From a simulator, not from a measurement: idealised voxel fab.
Herein follows the process module entitled voxel fin reveal.
The width of the displayed cross-section, cut, is 270 nm; its cells are square, with a size of 5 nm.
The cross-sections in this document take the form of a grid made of square cells. They are written out as bands, in order from top to bottom. Each band consists of one or more rows of cells. The entry gives the band's vertical extent as a top height and a bottom height in nm, then its horizontal make-up as materials from left to right, each with a width in nm. "blank" stands for empty space; a single material marked "all across" fills the band edge to edge. Heads up on the height convention: 0 is the point under which the incoming wafer is all one material, and the lowest band has no bottom, it just keeps going down, like "0..down". Note: "30..40" means the width goes from the first number (top row of the band) to the second number (bottom row) in equal steps per row of cells. Step marked "all unchanged"? Then no cell in the cross-section changed in it. "Trapped cavities" specifies each empty space that is not open to the top and that occupies no fewer than 8 cells, using the form width x height at distance, the distance measured from the left edge and all three quantities in nm. Step line, after settings: the simulator's comment on this step. overlay nm: mask offset rightward from planned place, masked step; negative means leftward offset.

This section lists the process steps that were planned
step 1: RECEIVE [material Si]
step 2: CONFORMAL_DEP [material SiN] [thk nm 5]
step 3: PATTERN [tone cover] [mask id FINS] [material resist] [width nm 15] [pitch nm 45] [thk nm 20] [overlay nm 0]
step 4: DIRECTIONAL_ETCH [etch materials SiN] [depth nm 5]
step 5: DIRECTIONAL_ETCH [etch materials Si] [depth nm 30]
step 6: STRIP [etch materials resist]
step 7: FILL_DEP [material SiO2] [thk nm 15]
step 8: CMP [height nm 5]
step 9: SELECTIVE_ETCH [etch materials SiO2] [depth nm 15]
step 10: STRIP [etch materials SiN]
step 11: CONFORMAL_DEP [material HfO2] [thk nm 5]

Cross-section of the wafer at receipt, which is the condition after step 1
> 0..down | Si all across
> Trapped cavities: none

This is how the wafer looks in cross-section once the module is done, given the starting state and plan above and one mistake in carrying the plan out
> 10..5 | 75 of blank, 25 of HfO2, 20 of blank, 25 of HfO2, 20 of blank, 25 of HfO2, 80 of blank
> 5..0 | 75 of blank, 5 of HfO2, 15 of SiN, 5 of HfO2, 20 of blank, 5 of HfO2, 15 of SiN, 5 of HfO2, 20 of blank, 5 of HfO2, 15 of SiN, 5 of HfO2, 80 of blank
> 0..-25 | 75 of blank, 5 of HfO2, 15 of Si, 5 of HfO2, 20 of blank, 5 of HfO2, 15 of Si, 5 of HfO2, 20 of blank, 5 of HfO2, 15 of Si, 5 of HfO2, 80 of blank
> -25..-30 | 80 of HfO2, 15 of Si, 30 of HfO2, 15 of Si, 30 of HfO2, 15 of Si, 85 of HfO2
> -30..down | Si all across
> Trapped cavities: none
Against the plan, the run slipped here: heads up, step 10 didn't go per plan, it actually ran as STRIP [etch materials SiO2]
